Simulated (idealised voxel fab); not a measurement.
process module | voxel wiring stack
cross-section cut | 170 nm wide | cells 5 nm
A cross-section is a grid of square cells, given in bands from the top down. A band is one or more rows of cells.
Each band's line starts with the height of the band's top and of its bottom, in nm. Then come its materials from left to right, each with its width in nm. One material with "throughout" fills the band from edge to edge. "air" is empty space.
Height 0 is the level under which the wafer as received is all one material. The lowest band goes on downwards, as in "0 down".
A width such as "30 to 40" changes by the same amount from each row of cells to the next, from the band's top row to its bottom row.
"no change" after a step means that no cell of the cross-section changed.
closed voids: empty space of 8 cells or more with no open way to the top, each as width x height at its distance from the left edge, in nm
after a step's settings: what the simulator itself notes on the step
overlay nm, on a step with a mask: how far to the right of its planned place the mask lay; to the left if negative
plan
1 op RECEIVE | material Si
2 op CONFORMAL_DEP | material SiO2 | thk nm 15
3 op DIRECTIONAL_DEP | material TiN | thk nm 5
4 op DIRECTIONAL_DEP | material W | thk nm 15
5 op DIRECTIONAL_DEP | material aC | thk nm 15
6 op PATTERN | tone cover | mask id METAL_1 | material resist | width nm 25 | pitch nm 40 | thk nm 35 | overlay nm 0
7 op DIRECTIONAL_ETCH | etch materials aC | depth nm 15
8 op STRIP | etch materials resist
9 op DIRECTIONAL_ETCH | etch materials W | depth nm 15
10 op DIRECTIONAL_ETCH | etch materials TiN | depth nm 5
11 op STRIP | etch materials aC
12 op CONFORMAL_DEP | material SiN | thk nm 5
13 op FILL_DEP | material SiO2 | thk nm 5
14 op CMP | height nm 35
15 op CONFORMAL_DEP | material SiCN | thk nm 5
16 op DIRECTIONAL_DEP | material SiO2 | thk nm 25
17 op DIRECTIONAL_DEP | material aC | thk nm 15
18 op PATTERN | tone open | mask id METAL_2 | material resist | width nm 25 | pitch nm 40 | thk nm 30 | overlay nm 0
19 op DIRECTIONAL_ETCH | etch materials aC | depth nm 15
20 op STRIP | etch materials resist
21 op DIRECTIONAL_ETCH | etch materials SiO2 | depth nm 15
22 op STRIP | etch materials aC
23 op DIRECTIONAL_DEP | material aC | thk nm 10
24 op PATTERN | tone open | mask id METAL_2_HOLES | material resist | width nm 15 | pitch nm 80 | thk nm 30 | overlay nm 0
25 op DIRECTIONAL_ETCH | etch materials aC | depth nm 10
26 op STRIP | etch materials resist
27 op DIRECTIONAL_ETCH | etch materials SiO2 | depth nm 10
28 op DIRECTIONAL_ETCH | etch materials SiCN | depth nm 5
29 op STRIP | etch materials aC
30 op CONFORMAL_DEP | material TiN | thk nm 5
31 op FILL_DEP | material Cu | thk nm 5
32 op CMP | height nm 65
33 op CONFORMAL_DEP | material SiCN | thk nm 5
34 op DIRECTIONAL_DEP | material lowk | thk nm 25
35 op MASKED_ETCH | tone open | mask id METAL_3 | width nm 25 | pitch nm 40 | etch materials lowk | depth nm 15 | overlay nm 0
36 op MASKED_ETCH | tone open | mask id METAL_3_HOLES | width nm 15 | pitch nm 40 | etch materials lowk | depth nm 10 | overlay nm 0
37 op MASKED_ETCH | tone open | mask id METAL_3_HOLES | width nm 15 | pitch nm 40 | etch materials SiCN | depth nm 5 | overlay nm 0
38 op CONFORMAL_DEP | material TiN | thk nm 5
39 op FILL_DEP | material Cu | thk nm 10
40 op CMP | height nm 95
41 op CONFORMAL_DEP | material SiN | thk nm 5
first wafer, as planned
as received, after step 1
  0 down: Si throughout
  closed voids: none
after step 2
  15 to 0: SiO2 throughout
  below 0: unchanged
after step 3
  20 to 15: TiN throughout
  below 15: unchanged
after step 4
  35 to 20: W throughout
  below 20: unchanged
after step 5
  50 to 35: aC throughout
  below 35: unchanged
after step 6
  85 to 50: air 30 | resist 25 | air 15 | resist 25 | air 15 | resist 25 | air 35
  below 50: unchanged
after step 7
  70 to 50: air 30 | resist 25 | air 15 | resist 25 | air 15 | resist 25 | air 35
  50 to 35: air 30 | aC 25 | air 15 | aC 25 | air 15 | aC 25 | air 35
  below 35: unchanged
after step 8
  50 to 35: air 30 | aC 25 | air 15 | aC 25 | air 15 | aC 25 | air 35
  below 35: unchanged
after step 9
  50 to 35: air 30 | aC 25 | air 15 | aC 25 | air 15 | aC 25 | air 35
  35 to 20: air 30 | W 25 | air 15 | W 25 | air 15 | W 25 | air 35
  below 20: unchanged
after step 10
  50 to 35: air 30 | aC 25 | air 15 | aC 25 | air 15 | aC 25 | air 35
  35 to 20: air 30 | W 25 | air 15 | W 25 | air 15 | W 25 | air 35
  20 to 15: air 30 | TiN 25 | air 15 | TiN 25 | air 15 | TiN 25 | air 35
  below 15: unchanged
after step 11
  35 to 20: air 30 | W 25 | air 15 | W 25 | air 15 | W 25 | air 35
  below 20: unchanged
after step 12
  40 to 35: air 25 | SiN 35 | air 5 | SiN 35 | air 5 | SiN 35 | air 30
  35 to 20: air 25 | SiN 5 | W 25 | SiN 5 | air 5 | SiN 5 | W 25 | SiN 5 | air 5 | SiN 5 | W 25 | SiN 5 | air 30
  20 to 15: SiN 30 | TiN 25 | SiN 15 | TiN 25 | SiN 15 | TiN 25 | SiN 35
  below 15: unchanged
after step 13
  45 to 40: SiO2 throughout
  40 to 35: SiO2 25 | SiN 35 | SiO2 5 | SiN 35 | SiO2 5 | SiN 35 | SiO2 30
  35 to 20: SiO2 25 | SiN 5 | W 25 | SiN 5 | SiO2 5 | SiN 5 | W 25 | SiN 5 | SiO2 5 | SiN 5 | W 25 | SiN 5 | SiO2 30
  below 20: unchanged
after step 14
  35 to 20: SiO2 25 | SiN 5 | W 25 | SiN 5 | SiO2 5 | SiN 5 | W 25 | SiN 5 | SiO2 5 | SiN 5 | W 25 | SiN 5 | SiO2 30
  below 20: unchanged
after step 15
  40 to 35: SiCN throughout
  below 35: unchanged
after step 16
  65 to 40: SiO2 throughout
  below 40: unchanged
after step 17
  80 to 65: aC throughout
  below 65: unchanged
after step 18
  110 to 80: resist 30 | air 25 | resist 15 | air 25 | resist 15 | air 25 | resist 35
  below 80: unchanged
after step 19
  95 to 80: resist 30 | air 25 | resist 15 | air 25 | resist 15 | air 25 | resist 35
  80 to 65: aC 30 | air 25 | aC 15 | air 25 | aC 15 | air 25 | aC 35
  below 65: unchanged
after step 20
  80 to 65: aC 30 | air 25 | aC 15 | air 25 | aC 15 | air 25 | aC 35
  below 65: unchanged
after step 21
  80 to 65: aC 30 | air 25 | aC 15 | air 25 | aC 15 | air 25 | aC 35
  65 to 50: SiO2 30 | air 25 | SiO2 15 | air 25 | SiO2 15 | air 25 | SiO2 35
  below 50: unchanged
after step 22
  65 to 50: SiO2 30 | air 25 | SiO2 15 | air 25 | SiO2 15 | air 25 | SiO2 35
  below 50: unchanged
after step 23
  75 to 65: aC 30 | air 25 | aC 15 | air 25 | aC 15 | air 25 | aC 35
  65 to 60: SiO2 30 | air 25 | SiO2 15 | air 25 | SiO2 15 | air 25 | SiO2 35
  60 to 50: SiO2 30 | aC 25 | SiO2 15 | aC 25 | SiO2 15 | aC 25 | SiO2 35
  below 50: unchanged
after step 24
  105 to 75: resist 30 | air 15 | resist 65 | air 15 | resist 45
  75 to 65: aC 30 | air 15 | resist 10 | aC 15 | resist 25 | aC 15 | air 15 | resist 10 | aC 35
  65 to 60: SiO2 30 | air 15 | resist 10 | SiO2 15 | resist 25 | SiO2 15 | air 15 | resist 10 | SiO2 35
  below 60: unchanged
after step 25
  95 to 75: resist 30 | air 15 | resist 65 | air 15 | resist 45
  75 to 65: aC 30 | air 15 | resist 10 | aC 15 | resist 25 | aC 15 | air 15 | resist 10 | aC 35
  65 to 60: SiO2 30 | air 15 | resist 10 | SiO2 15 | resist 25 | SiO2 15 | air 15 | resist 10 | SiO2 35
  60 to 50: SiO2 30 | air 15 | aC 10 | SiO2 15 | aC 25 | SiO2 15 | air 15 | aC 10 | SiO2 35
  below 50: unchanged
after step 26
  75 to 65: aC 30 | air 25 | aC 15 | air 25 | aC 15 | air 25 | aC 35
  65 to 60: SiO2 30 | air 25 | SiO2 15 | air 25 | SiO2 15 | air 25 | SiO2 35
  below 60: unchanged
after step 27
  75 to 65: aC 30 | air 25 | aC 15 | air 25 | aC 15 | air 25 | aC 35
  65 to 60: SiO2 30 | air 25 | SiO2 15 | air 25 | SiO2 15 | air 25 | SiO2 35
  60 to 50: SiO2 30 | air 15 | aC 10 | SiO2 15 | aC 25 | SiO2 15 | air 15 | aC 10 | SiO2 35
  50 to 40: SiO2 30 | air 15 | SiO2 65 | air 15 | SiO2 45
  below 40: unchanged
after step 28
  75 to 65: aC 30 | air 25 | aC 15 | air 25 | aC 15 | air 25 | aC 35
  65 to 60: SiO2 30 | air 25 | SiO2 15 | air 25 | SiO2 15 | air 25 | SiO2 35
  60 to 50: SiO2 30 | air 15 | aC 10 | SiO2 15 | aC 25 | SiO2 15 | air 15 | aC 10 | SiO2 35
  50 to 40: SiO2 30 | air 15 | SiO2 65 | air 15 | SiO2 45
  40 to 35: SiCN 30 | air 15 | SiCN 65 | air 15 | SiCN 45
  below 35: unchanged
after step 29
  65 to 50: SiO2 30 | air 25 | SiO2 15 | air 25 | SiO2 15 | air 25 | SiO2 35
  below 50: unchanged
after step 30
  70 to 65: TiN 35 | air 15 | TiN 25 | air 15 | TiN 25 | air 15 | TiN 40
  65 to 55: SiO2 30 | TiN 5 | air 15 | TiN 5 | SiO2 15 | TiN 5 | air 15 | TiN 5 | SiO2 15 | TiN 5 | air 15 | TiN 5 | SiO2 35
  55 to 50: SiO2 30 | TiN 5 | air 5 | TiN 15 | SiO2 15 | TiN 25 | SiO2 15 | TiN 5 | air 5 | TiN 15 | SiO2 35
  50 to 40: SiO2 30 | TiN 5 | air 5 | TiN 5 | SiO2 65 | TiN 5 | air 5 | TiN 5 | SiO2 45
  40 to 35: SiCN 30 | TiN 15 | SiCN 65 | TiN 15 | SiCN 45
  below 35: unchanged
after step 31
  75 to 70: Cu throughout
  70 to 65: TiN 35 | Cu 15 | TiN 25 | Cu 15 | TiN 25 | Cu 15 | TiN 40
  65 to 55: SiO2 30 | TiN 5 | Cu 15 | TiN 5 | SiO2 15 | TiN 5 | Cu 15 | TiN 5 | SiO2 15 | TiN 5 | Cu 15 | TiN 5 | SiO2 35
  55 to 50: SiO2 30 | TiN 5 | Cu 5 | TiN 15 | SiO2 15 | TiN 25 | SiO2 15 | TiN 5 | Cu 5 | TiN 15 | SiO2 35
  50 to 40: SiO2 30 | TiN 5 | Cu 5 | TiN 5 | SiO2 65 | TiN 5 | Cu 5 | TiN 5 | SiO2 45
  below 40: unchanged
after step 32
  65 to 55: SiO2 30 | TiN 5 | Cu 15 | TiN 5 | SiO2 15 | TiN 5 | Cu 15 | TiN 5 | SiO2 15 | TiN 5 | Cu 15 | TiN 5 | SiO2 35
  below 55: unchanged
after step 33
  70 to 65: SiCN throughout
  below 65: unchanged
after step 34
  95 to 70: lowk throughout
  below 70: unchanged
after step 35
  95 to 80: lowk 30 | air 25 | lowk 15 | air 25 | lowk 15 | air 25 | lowk 35
  below 80: unchanged
after step 36
  95 to 80: lowk 30 | air 25 | lowk 15 | air 25 | lowk 15 | air 25 | lowk 35
  80 to 70: lowk 30 | air 15 | lowk 25 | air 15 | lowk 25 | air 15 | lowk 45
  below 70: unchanged
after step 37
  95 to 80: lowk 30 | air 25 | lowk 15 | air 25 | lowk 15 | air 25 | lowk 35
  80 to 70: lowk 30 | air 15 | lowk 25 | air 15 | lowk 25 | air 15 | lowk 45
  70 to 65: SiCN 30 | air 15 | SiCN 25 | air 15 | SiCN 25 | air 15 | SiCN 45
  below 65: unchanged
after step 38
  100 to 95: TiN 35 | air 15 | TiN 25 | air 15 | TiN 25 | air 15 | TiN 40
  95 to 85: lowk 30 | TiN 5 | air 15 | TiN 5 | lowk 15 | TiN 5 | air 15 | TiN 5 | lowk 15 | TiN 5 | air 15 | TiN 5 | lowk 35
  85 to 80: lowk 30 | TiN 5 | air 5 | TiN 15 | lowk 15 | TiN 5 | air 5 | TiN 15 | lowk 15 | TiN 5 | air 5 | TiN 15 | lowk 35
  80 to 70: lowk 30 | TiN 5 | air 5 | TiN 5 | lowk 25 | TiN 5 | air 5 | TiN 5 | lowk 25 | TiN 5 | air 5 | TiN 5 | lowk 45
  70 to 65: SiCN 30 | TiN 15 | SiCN 25 | TiN 15 | SiCN 25 | TiN 15 | SiCN 45
  below 65: unchanged
after step 39
  110 to 100: Cu throughout
  100 to 95: TiN 35 | Cu 15 | TiN 25 | Cu 15 | TiN 25 | Cu 15 | TiN 40
  95 to 85: lowk 30 | TiN 5 | Cu 15 | TiN 5 | lowk 15 | TiN 5 | Cu 15 | TiN 5 | lowk 15 | TiN 5 | Cu 15 | TiN 5 | lowk 35
  85 to 80: lowk 30 | TiN 5 | Cu 5 | TiN 15 | lowk 15 | TiN 5 | Cu 5 | TiN 15 | lowk 15 | TiN 5 | Cu 5 | TiN 15 | lowk 35
  80 to 70: lowk 30 | TiN 5 | Cu 5 | TiN 5 | lowk 25 | TiN 5 | Cu 5 | TiN 5 | lowk 25 | TiN 5 | Cu 5 | TiN 5 | lowk 45
  below 70: unchanged
after step 40
  95 to 85: lowk 30 | TiN 5 | Cu 15 | TiN 5 | lowk 15 | TiN 5 | Cu 15 | TiN 5 | lowk 15 | TiN 5 | Cu 15 | TiN 5 | lowk 35
  below 85: unchanged
after step 41
  100 to 95: SiN throughout
  below 95: unchanged
second wafer: like start, like plan, one mistake. Through step 35 it matches the first wafer
when step 36 should have ended
  95 to 85: lowk 25 | air 30 | lowk 10 | air 30 | lowk 10 | air 30 | lowk 35
  85 to 80: lowk 30 | air 25 | lowk 15 | air 25 | lowk 15 | air 25 | lowk 35
  80 to 70: lowk 30 | air 20 | lowk 20 | air 20 | lowk 20 | air 20 | lowk 40
  below 70: unchanged
when step 37 should have ended
  95 to 85: lowk 25 | air 30 | lowk 10 | air 30 | lowk 10 | air 30 | lowk 35
  85 to 80: lowk 30 | air 25 | lowk 15 | air 25 | lowk 15 | air 25 | lowk 35
  80 to 70: lowk 30 | air 20 | lowk 20 | air 20 | lowk 20 | air 20 | lowk 40
  70 to 65: SiCN 30 | air 15 | SiCN 25 | air 15 | SiCN 25 | air 15 | SiCN 45
  below 65: unchanged
when step 38 should have ended
  100 to 95: TiN 30 | air 20 | TiN 20 | air 20 | TiN 20 | air 20 | TiN 40
  95 to 85: lowk 25 | TiN 5 to 10 | air 20 to 15 | TiN 5 | lowk 10 | TiN 5 to 10 | air 20 to 15 | TiN 5 | lowk 10 | TiN 5 to 10 | air 20 to 15 | TiN 5 | lowk 35
  85 to 75: lowk 30 | TiN 5 | air 10 | TiN 10 to 5 | lowk 15 to 20 | TiN 5 | air 10 | TiN 10 to 5 | lowk 15 to 20 | TiN 5 | air 10 | TiN 10 to 5 | lowk 35 to 40
  75 to 70: lowk 30 | TiN 5 | air 5 | TiN 10 | lowk 20 | TiN 5 | air 5 | TiN 10 | lowk 20 | TiN 5 | air 5 | TiN 10 | lowk 40
  70 to 65: SiCN 30 | TiN 15 | SiCN 25 | TiN 15 | SiCN 25 | TiN 15 | SiCN 45
  below 65: unchanged
when step 39 should have ended
  110 to 100: Cu throughout
  100 to 95: TiN 30 | Cu 20 | TiN 20 | Cu 20 | TiN 20 | Cu 20 | TiN 40
  95 to 85: lowk 25 | TiN 5 to 10 | Cu 20 to 15 | TiN 5 | lowk 10 | TiN 5 to 10 | Cu 20 to 15 | TiN 5 | lowk 10 | TiN 5 to 10 | Cu 20 to 15 | TiN 5 | lowk 35
  85 to 75: lowk 30 | TiN 5 | Cu 10 | TiN 10 to 5 | lowk 15 to 20 | TiN 5 | Cu 10 | TiN 10 to 5 | lowk 15 to 20 | TiN 5 | Cu 10 | TiN 10 to 5 | lowk 35 to 40
  75 to 70: lowk 30 | TiN 5 | Cu 5 | TiN 10 | lowk 20 | TiN 5 | Cu 5 | TiN 10 | lowk 20 | TiN 5 | Cu 5 | TiN 10 | lowk 40
  below 70: unchanged
when step 40 should have ended
  95 to 85: lowk 25 | TiN 5 to 10 | Cu 20 to 15 | TiN 5 | lowk 10 | TiN 5 to 10 | Cu 20 to 15 | TiN 5 | lowk 10 | TiN 5 to 10 | Cu 20 to 15 | TiN 5 | lowk 35
  below 85: unchanged
when step 41 should have ended
  100 to 95: SiN throughout
  below 95: unchanged
what went wrong: step 36 ran as: op MASKED_ETCH | tone open | mask id METAL_3_HOLES | width nm 25 | pitch nm 40 | etch materials lowk | depth nm 10 | overlay nm 0
at the end the second wafer has, in cells: 9 more of Cu | 3 more of TiN | 12 fewer of lowk
